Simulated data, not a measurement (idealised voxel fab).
Process module, titled voxel wiring stack
Pictured: cross-section cut, 210 nm wide, on a grid of 5 nm square cells.
Think of the cross-section as a grid of square cells. We describe it in bands, top to bottom, and each band covers one or more rows of those cells.
Read a band's entry like this: the first values are the height of its top and the height of its bottom in nm, and what follows is the sequence of materials from left to right, each with its width in nm. Note that "empty" is empty space, and that a single material marked "everywhere" reaches across the band from edge to edge.
Convention: height 0 is the level below which the wafer, as received, is all one material. The lowest band does not terminate at the bottom but continues downward, represented as "0..down".
The two numbers in a width such as "30 to 40" mark its ends across the band: the first belongs to the top row of cells, the second to the bottom row, and from each row to the next the width moves by the same amount.
"no alteration" -> step changed no cross-section cell.
Heads up: "Enclosed void listing" only lists the empty pockets with no open path to the top that are 8 cells or more, and it writes them as width x height at distance, distance from the left edge, in nm.
Formally, on a step line, whatever follows the settings is a remark that the simulator itself makes on the step.
overlay nm: where the mask lay relative to plan, measured to the right, on steps with a mask; negatives go left.

[This section lists the process steps that were planned]
1: RECEIVE (material Si)
2: CONFORMAL_DEP (material SiO2; thk nm 10)
3: DIRECTIONAL_DEP (material TiN; thk nm 5)
4: DIRECTIONAL_DEP (material W; thk nm 25)
5: PATTERN (tone cover; mask id METAL_1; material resist; width nm 30; pitch nm 55; thk nm 15; overlay nm 0)
6: DIRECTIONAL_ETCH (etch materials W; depth nm 25)
7: DIRECTIONAL_ETCH (etch materials TiN; depth nm 5)
8: STRIP (etch materials resist)
9: FILL_DEP (material lowk; thk nm 5)
10: CMP (height nm 40)
11: CONFORMAL_DEP (material SiCN; thk nm 5)
12: DIRECTIONAL_DEP (material lowk; thk nm 10)
13: DIRECTIONAL_DEP (material aC; thk nm 15)
14: PATTERN (tone open; mask id PLUG_1; material resist; width nm 15; pitch nm 55; thk nm 30; overlay nm 0)
15: DIRECTIONAL_ETCH (etch materials aC; depth nm 15)
16: STRIP (etch materials resist)
17: DIRECTIONAL_ETCH (etch materials lowk; depth nm 10)
18: DIRECTIONAL_ETCH (etch materials SiCN; depth nm 5)
19: STRIP (etch materials aC)
20: EPI (material Ru; thk nm 10)
21: EPI (material Ru; thk nm 5)
22: CONFORMAL_DEP (material SiCN; thk nm 5)
23: DIRECTIONAL_DEP (material SiO2; thk nm 25)
24: DIRECTIONAL_DEP (material aC; thk nm 10)
25: PATTERN (tone open; mask id METAL_2; material resist; width nm 30; pitch nm 55; thk nm 25; overlay nm 0)
26: DIRECTIONAL_ETCH (etch materials aC; depth nm 10)
27: STRIP (etch materials resist)
28: DIRECTIONAL_ETCH (etch materials SiO2; depth nm 25)
29: DIRECTIONAL_ETCH (etch materials SiCN; depth nm 5)
30: STRIP (etch materials aC)
31: CONFORMAL_DEP (material TiN; thk nm 5)
32: FILL_DEP (material W; thk nm 5)
33: CMP (height nm 85)
34: CONFORMAL_DEP (material SiN; thk nm 5)

[Delivered wafer in cross-section: state after step 1]
0..down: Si everywhere
Enclosed void listing: none

[Here's the wafer cut in cross-section after the module, started and planned just like above, except one thing was done wrong in the run]
90..85: SiN everywhere
85..80: TiN (40) | W (20) | TiN (35) | W (20) | TiN (35) | W (20) | TiN (40)
80..60: SiO2 (35) | TiN (5) | W (20) | TiN (5) | SiO2 (25) | TiN (5) | W (20) | TiN (5) | SiO2 (25) | TiN (5) | W (20) | TiN (5) | SiO2 (35)
60..55: SiO2 (35) | TiN (30) | SiO2 (25) | TiN (30) | SiO2 (25) | TiN (30) | SiO2 (35)
55..45: lowk (35) | Ru (15) | lowk (40) | Ru (15) | lowk (40) | Ru (15) | lowk (50)
45..40: SiCN (35) | Ru (15) | SiCN (40) | Ru (15) | SiCN (40) | Ru (15) | SiCN (50)
40..15: lowk (35) | W (30) | lowk (25) | W (30) | lowk (25) | W (30) | lowk (35)
15..10: lowk (35) | TiN (30) | lowk (25) | TiN (30) | lowk (25) | TiN (30) | lowk (35)
10..0: SiO2 everywhere
0..down: Si everywhere
Enclosed void listing: none
Want to know what went wrong? step 22 of the plan was jumped over and never run
